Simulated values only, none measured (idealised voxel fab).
Presented below is a process module, voxel wiring stack.
The cross-section on display is named cut; it measures 270 nm wide, and its cells are 5 nm squares.
Think of the cross-section as a grid of square cells. We describe it in bands, top to bottom, and each band covers one or more rows of those cells.
Per band: top height and bottom height in nm, followed by the left-to-right materials and their widths in nm; "full width" marks a single material spanning edge to edge, "empty" marks empty space.
It should be noted that heights are counted from 0, beneath which the wafer as supplied is of one material throughout, and that the lowest band possesses no lower boundary but continues downward, as written in "0..down".
Note: "30..40" means the width goes from the first number (top row of the band) to the second number (bottom row) in equal steps per row of cells.
Given "remained unchanged" for a step, no cell of the cross-section differs between before and after that step.
"Listed closed voids" means: voids of 8 cells or more that are shut off from the top with no open way through. Written width x height at distance, distance from the left edge, in nm.
Where a step's line continues beyond its settings, the continuation is a remark by the simulator itself on that step.
When a step includes a mask, the "overlay nm" setting on its line states how far to the right of its planned place that mask lay, and negative values state how far to the left.
Guide to the pairs. Each holds a before and an after cross-section around one process step; the after cross-section is cut off at the lowest band that changed. Look under the pair for the step between them and its settings. Pairs can come from different runs of this module on the same starting wafer, so a pair follows on from the one above it only where its entry headed "Incoming profile" says it does.
**Incoming profile**
80..75: 80 of TiN  15 of empty  30 of TiN  15 of empty  30 of TiN  15 of empty  85 of TiN
75..65: 75 of lowk  5 of TiN  15 of empty  5 of TiN  20 of lowk  5 of TiN  15 of empty  5 of TiN  20 of lowk  5 of TiN  15 of empty  5 of TiN  80 of lowk
65..60: 75 of lowk  5 of TiN  5 of empty  15 of TiN  20 of lowk  5 of TiN  5 of empty  15 of TiN  20 of lowk  5 of TiN  5 of empty  15 of TiN  80 of lowk
60..45: 75 of lowk  5 of TiN  5 of empty  5 of TiN  30 of lowk  5 of TiN  5 of empty  5 of TiN  30 of lowk  5 of TiN  5 of empty  5 of TiN  90 of lowk
45..40: 75 of SiCN  15 of TiN  30 of SiCN  15 of TiN  30 of SiCN  15 of TiN  90 of SiCN
40..20: 70 of SiO2  5 of SiCN  25 of Ru  5 of SiCN  10 of SiO2  5 of SiCN  25 of Ru  5 of SiCN  10 of SiO2  5 of SiCN  25 of Ru  5 of SiCN  75 of SiO2
20..15: 75 of SiCN  25 of TiN  20 of SiCN  25 of TiN  20 of SiCN  25 of TiN  80 of SiCN
15..0: SiO2 full width
0..down: Si full width
Listed closed voids: none
**after**
90..80: W full width
80..75: 80 of TiN  15 of W  30 of TiN  15 of W  30 of TiN  15 of W  85 of TiN
75..65: 75 of lowk  5 of TiN  15 of W  5 of TiN  20 of lowk  5 of TiN  15 of W  5 of TiN  20 of lowk  5 of TiN  15 of W  5 of TiN  80 of lowk
65..60: 75 of lowk  5 of TiN  5 of W  15 of TiN  20 of lowk  5 of TiN  5 of W  15 of TiN  20 of lowk  5 of TiN  5 of W  15 of TiN  80 of lowk
60..45: 75 of lowk  5 of TiN  5 of W  5 of TiN  30 of lowk  5 of TiN  5 of W  5 of TiN  30 of lowk  5 of TiN  5 of W  5 of TiN  90 of lowk
Below 45, no change.
Listed closed voids: none
What process step lies between the two cross-sections above? op FILL_DEP | material W | thk nm 10
Incoming profile: as shown after the step in the preceding pair, directly above.
**after**
75..65: 75 of lowk  5 of TiN  15 of W  5 of TiN  20 of lowk  5 of TiN  15 of W  5 of TiN  20 of lowk  5 of TiN  15 of W  5 of TiN  80 of lowk
Below 65, no change.
Listed closed voids: none
What process step lies between the two cross-sections above? op CMP | height nm 75
Incoming profile: as shown after the step in the preceding pair, directly above.
**after**
80..75: SiCN full width
Below 75, no change.
Listed closed voids: none
What process step lies between the two cross-sections above? op CONFORMAL_DEP | material SiCN | thk nm 5
Incoming profile: as shown after the step in the preceding pair, directly above.
**after**
90..80: lowk full width
Below 80, no change.
Listed closed voids: none
What process step lies between the two cross-sections above? op DIRECTIONAL_DEP | material lowk | thk nm 10
Incoming profile: as shown after the step in the preceding pair, directly above.
**after**
110..90: 75 of resist  15 of empty  30 of resist  15 of empty  30 of resist  15 of empty  90 of resist
Below 90, no change.
Listed closed voids: none
What process step lies between the two cross-sections above? op PATTERN | tone open | mask id PLUG_2 | material resist | width nm 15 | pitch nm 45 | thk nm 20 | overlay nm 0
Incoming profile: as shown after the step in the preceding pair, directly above.
**after**
110..90: 75 of resist  15 of empty  30 of resist  15 of empty  30 of resist  15 of empty  90 of resist
90..80: 75 of lowk  15 of empty  30 of lowk  15 of empty  30 of lowk  15 of empty  90 of lowk
Below 80, no change.
Listed closed voids: none
What process step lies between the two cross-sections above? op DIRECTIONAL_ETCH | etch materials lowk | depth nm 10
Incoming profile: as shown after the step in the preceding pair, directly above.
**after**
110..90: 75 of resist  15 of empty  30 of resist  15 of empty  30 of resist  15 of empty  90 of resist
90..80: 75 of lowk  15 of empty  30 of lowk  15 of empty  30 of lowk  15 of empty  90 of lowk
80..75: 75 of SiCN  15 of empty  30 of SiCN  15 of empty  30 of SiCN  15 of empty  90 of SiCN
Below 75, no change.
Listed closed voids: none
What process step lies between the two cross-sections above? op DIRECTIONAL_ETCH | etch materials SiCN | depth nm 5
Incoming profile: as shown after the step in the preceding pair, directly above.
**after**
90..80: 75 of lowk  15 of empty  30 of lowk  15 of empty  30 of lowk  15 of empty  90 of lowk
Below 80, no change.
Listed closed voids: none
What process step lies between the two cross-sections above? op STRIP | etch materials resist
Incoming profile: as shown after the step in the preceding pair, directly above.
**after**
90..85: 75 of lowk  15 of empty  30 of lowk  15 of empty  30 of lowk  15 of empty  90 of lowk
85..80: 75 of lowk  15 of Ru  30 of lowk  15 of Ru  30 of lowk  15 of Ru  90 of lowk
80..75: 75 of SiCN  15 of Ru  30 of SiCN  15 of Ru  30 of SiCN  15 of Ru  90 of SiCN
Below 75, no change.
Listed closed voids: none
What process step lies between the two cross-sections above? op EPI | material Ru | thk nm 10
Incoming profile: as shown after the step in the preceding pair, directly above.
**after**
90..80: 75 of lowk  15 of Ru  30 of lowk  15 of Ru  30 of lowk  15 of Ru  90 of lowk
Below 80, no change.
Listed closed voids: none
What process step lies between the two cross-sections above? op EPI | material Ru | thk nm 5
Incoming profile: as shown after the step in the preceding pair, directly above.
**after**
95..90: TiN full width
Below 90, no change.
Listed closed voids: none
What process step lies between the two cross-sections above? op DIRECTIONAL_DEP | material TiN | thk nm 5
Incoming profile: as shown after the step in the preceding pair, directly above.
**after**
120..95: W full width
Below 95, no change.
Listed closed voids: none
What process step lies between the two cross-sections above? op DIRECTIONAL_DEP | material W | thk nm 25
Incoming profile: as shown after the step in the preceding pair, directly above.
**after**
120..95: 75 of empty  25 of W  20 of empty  25 of W  20 of empty  25 of W  80 of empty
Below 95, no change.
Listed closed voids: none
What process step lies between the two cross-sections above? op MASKED_ETCH | tone cover | mask id METAL_3 | width nm 25 | pitch nm 45 | etch materials W | depth nm 25 | overlay nm 0
Incoming profile: as shown after the step in the preceding pair, directly above.
**after**
120..95: 75 of empty  25 of W  20 of empty  25 of W  20 of empty  25 of W  80 of empty
95..90: 75 of empty  25 of TiN  20 of empty  25 of TiN  20 of empty  25 of TiN  80 of empty
Below 90, no change.
Listed closed voids: none
What process step lies between the two cross-sections above? op MASKED_ETCH | tone cover | mask id METAL_3 | width nm 25 | pitch nm 45 | etch materials TiN | depth nm 5 | overlay nm 0
Incoming profile: as shown after the step in the preceding pair, directly above.
**after**
130..120: lowk full width
120..95: 75 of lowk  25 of W  20 of lowk  25 of W  20 of lowk  25 of W  80 of lowk
95..90: 75 of lowk  25 of TiN  20 of lowk  25 of TiN  20 of lowk  25 of TiN  80 of lowk
Below 90, no change.
Listed closed voids: none
What process step lies between the two cross-sections above? op FILL_DEP | material lowk | thk nm 10
Incoming profile: as shown after the step in the preceding pair, directly above.
**after**
120..95: 75 of lowk  25 of W  20 of lowk  25 of W  20 of lowk  25 of W  80 of lowk
Below 95, no change.
Listed closed voids: none
What process step lies between the two cross-sections above? op CMP | height nm 120
Incoming profile: as shown after the step in the preceding pair, directly above.
**after**
125..120: SiCN full width
Below 120, no change.
Listed closed voids: none
What process step lies between the two cross-sections above? op CONFORMAL_DEP | material SiCN | thk nm 5
**Incoming profile**
75..45: 75 of lowk  15 of empty  30 of lowk  15 of empty  30 of lowk  15 of empty  90 of lowk
45..40: SiCN full width
40..20: 70 of SiO2  5 of SiCN  25 of Ru  5 of SiCN  10 of SiO2  5 of SiCN  25 of Ru  5 of SiCN  10 of SiO2  5 of SiCN  25 of Ru  5 of SiCN  75 of SiO2
20..15: 75 of SiCN  25 of TiN  20 of SiCN  25 of TiN  20 of SiCN  25 of TiN  80 of SiCN
15..0: SiO2 full width
0..down: Si full width
Listed closed voids: none
**after**
75..60: 90 of empty  10 of lowk  35 of empty  10 of lowk  35 of empty  10 of lowk  80 of empty
Below 60, no change.
Listed closed voids: none
What process step lies between the two cross-sections above? op MASKED_ETCH | tone cover | mask id METAL_2 | width nm 25 | pitch nm 45 | etch materials lowk | depth nm 15 | overlay nm 0
Incoming profile: as shown after the step in the preceding pair, directly above.
**after**
75..60: 90 of empty  10 of lowk  35 of empty  10 of lowk  35 of empty  10 of lowk  80 of empty
60..45: 75 of lowk  15 of empty  30 of lowk  15 of empty  30 of lowk  15 of empty  90 of lowk
45..40: 75 of SiCN  15 of empty  30 of SiCN  15 of empty  30 of SiCN  15 of empty  90 of SiCN
Below 40, no change.
Listed closed voids: none
What process step lies between the two cross-sections above? op MASKED_ETCH | tone open | mask id METAL_2 | width nm 25 | pitch nm 45 | etch materials SiCN | depth nm 5 | overlay nm 0
Incoming profile: as shown after the step in the preceding pair, directly above.
**after**
80..75: 85 of empty  20 of TiN  25 of empty  20 of TiN  25 of empty  20 of TiN  75 of empty
75..65: 85 of empty  5 of TiN  10 of lowk  5 of TiN  25 of empty  5 of TiN  10 of lowk  5 of TiN  25 of empty  5 of TiN  10 of lowk  5 of TiN  75 of empty
65..60: 80 of TiN  5 of empty  5 of TiN  10 of lowk  25 of TiN  5 of empty  5 of TiN  10 of lowk  25 of TiN  5 of empty  5 of TiN  10 of lowk  80 of TiN
60..45: 75 of lowk  5 of TiN  5 of empty  5 of TiN  30 of lowk  5 of TiN  5 of empty  5 of TiN  30 of lowk  5 of TiN  5 of empty  5 of TiN  90 of lowk
45..40: 75 of SiCN  15 of TiN  30 of SiCN  15 of TiN  30 of SiCN  15 of TiN  90 of SiCN
Below 40, no change.
Listed closed voids: none
What process step lies between the two cross-sections above? op CONFORMAL_DEP | material TiN | thk nm 5
Incoming profile: as shown after the step in the preceding pair, directly above.
**after**
90..80: Ru full width
80..75: 85 of Ru  20 of TiN  25 of Ru  20 of TiN  25 of Ru  20 of TiN  75 of Ru
75..65: 85 of Ru  5 of TiN  10 of lowk  5 of TiN  25 of Ru  5 of TiN  10 of lowk  5 of TiN  25 of Ru  5 of TiN  10 of lowk  5 of TiN  75 of Ru
65..60: 80 of TiN  5 of Ru  5 of TiN  10 of lowk  25 of TiN  5 of Ru  5 of TiN  10 of lowk  25 of TiN  5 of Ru  5 of TiN  10 of lowk  80 of TiN
60..45: 75 of lowk  5 of TiN  5 of Ru  5 of TiN  30 of lowk  5 of TiN  5 of Ru  5 of TiN  30 of lowk  5 of TiN  5 of Ru  5 of TiN  90 of lowk
Below 45, no change.
Listed closed voids: none
What process step lies between the two cross-sections above? op FILL_DEP | material Ru | thk nm 10
Incoming profile: as shown after the step in the preceding pair, directly above.
**after**
75..65: 85 of Ru  5 of TiN  10 of lowk  5 of TiN  25 of Ru  5 of TiN  10 of lowk  5 of TiN  25 of Ru  5 of TiN  10 of lowk  5 of TiN  75 of Ru
Below 65, no change.
Listed closed voids: none
What process step lies between the two cross-sections above? op CMP | height nm 75
Incoming profile: as shown after the step in the preceding pair, directly above.
**after**
80..75: SiCN full width
Below 75, no change.
Listed closed voids: none
What process step lies between the two cross-sections above? op CONFORMAL_DEP | material SiCN | thk nm 5
Incoming profile: as shown after the step in the preceding pair, directly above.
**after**
90..80: lowk full width
Below 80, no change.
Listed closed voids: none
What process step lies between the two cross-sections above? op DIRECTIONAL_DEP | material lowk | thk nm 10
Incoming profile: as shown after the step in the preceding pair, directly above.
**after**
110..90: 75 of resist  15 of empty  30 of resist  15 of empty  30 of resist  15 of empty  90 of resist
Below 90, no change.
Listed closed voids: none
What process step lies between the two cross-sections above? op PATTERN | tone open | mask id PLUG_2 | material resist | width nm 15 | pitch nm 45 | thk nm 20 | overlay nm 0
Incoming profile: as shown after the step in the preceding pair, directly above.
**after**
110..90: 75 of resist  15 of empty  30 of resist  15 of empty  30 of resist  15 of empty  90 of resist
90..80: 75 of lowk  15 of empty  30 of lowk  15 of empty  30 of lowk  15 of empty  90 of lowk
Below 80, no change.
Listed closed voids: none
What process step lies between the two cross-sections above? op DIRECTIONAL_ETCH | etch materials lowk | depth nm 10
Incoming profile: as shown after the step in the preceding pair, directly above.
**after**
110..90: 75 of resist  15 of empty  30 of resist  15 of empty  30 of resist  15 of empty  90 of resist
90..80: 75 of lowk  15 of empty  30 of lowk  15 of empty  30 of lowk  15 of empty  90 of lowk
80..75: 75 of SiCN  15 of empty  30 of SiCN  15 of empty  30 of SiCN  15 of empty  90 of SiCN
Below 75, no change.
Listed closed voids: none
What process step lies between the two cross-sections above? op DIRECTIONAL_ETCH | etch materials SiCN | depth nm 5
Incoming profile: as shown after the step in the preceding pair, directly above.
**after**
90..80: 75 of lowk  15 of empty  30 of lowk  15 of empty  30 of lowk  15 of empty  90 of lowk
Below 80, no change.
Listed closed voids: none
What process step lies between the two cross-sections above? op STRIP | etch materials resist
Incoming profile: as shown after the step in the preceding pair, directly above.
**after**
90..85: 75 of lowk  15 of empty  30 of lowk  15 of empty  30 of lowk  15 of empty  90 of lowk
85..80: 75 of lowk  15 of Ru  30 of lowk  15 of Ru  30 of lowk  15 of Ru  90 of lowk
80..75: 75 of SiCN  15 of Ru  30 of SiCN  15 of Ru  30 of SiCN  15 of Ru  90 of SiCN
Below 75, no change.
Listed closed voids: none
What process step lies between the two cross-sections above? op EPI | material Ru | thk nm 10
Incoming profile: as shown after the step in the preceding pair, directly above.
**after**
90..80: 75 of lowk  15 of Ru  30 of lowk  15 of Ru  30 of lowk  15 of Ru  90 of lowk
Below 80, no change.
Listed closed voids: none
What process step lies between the two cross-sections above? op EPI | material Ru | thk nm 5
Incoming profile: as shown after the step in the preceding pair, directly above.
**after**
95..90: TiN full width
Below 90, no change.
Listed closed voids: none
What process step lies between the two cross-sections above? op DIRECTIONAL_DEP | material TiN | thk nm 5
Incoming profile: as shown after the step in the preceding pair, directly above.
**after**
120..95: W full width
Below 95, no change.
Listed closed voids: none
What process step lies between the two cross-sections above? op DIRECTIONAL_DEP | material W | thk nm 25
Incoming profile: as shown after the step in the preceding pair, directly above.
**after**
120..95: 75 of empty  25 of W  20 of empty  25 of W  20 of empty  25 of W  80 of empty
Below 95, no change.
Listed closed voids: none
What process step lies between the two cross-sections above? op MASKED_ETCH | tone cover | mask id METAL_3 | width nm 25 | pitch nm 45 | etch materials W | depth nm 25 | overlay nm 0
Incoming profile: as shown after the step in the preceding pair, directly above.
**after**
120..95: 75 of empty  25 of W  20 of empty  25 of W  20 of empty  25 of W  80 of empty
95..90: 75 of empty  25 of TiN  20 of empty  25 of TiN  20 of empty  25 of TiN  80 of empty
Below 90, no change.
Listed closed voids: none
What process step lies between the two cross-sections above? op MASKED_ETCH | tone cover | mask id METAL_3 | width nm 25 | pitch nm 45 | etch materials TiN | depth nm 5 | overlay nm 0
Incoming profile: as shown after the step in the preceding pair, directly above.
**after**
130..120: lowk full width
120..95: 75 of lowk  25 of W  20 of lowk  25 of W  20 of lowk  25 of W  80 of lowk
95..90: 75 of lowk  25 of TiN  20 of lowk  25 of TiN  20 of lowk  25 of TiN  80 of lowk
Below 90, no change.
Listed closed voids: none
What process step lies between the two cross-sections above? op FILL_DEP | material lowk | thk nm 10
Incoming profile: as shown after the step in the preceding pair, directly above.
**after**
120..95: 75 of lowk  25 of W  20 of lowk  25 of W  20 of lowk  25 of W  80 of lowk
Below 95, no change.
Listed closed voids: none
What process step lies between the two cross-sections above? op CMP | height nm 120
Incoming profile: as shown after the step in the preceding pair, directly above.
**after**
125..120: SiCN full width
Below 120, no change.
Listed closed voids: none
What process step lies between the two cross-sections above? op CONFORMAL_DEP | material SiCN | thk nm 5
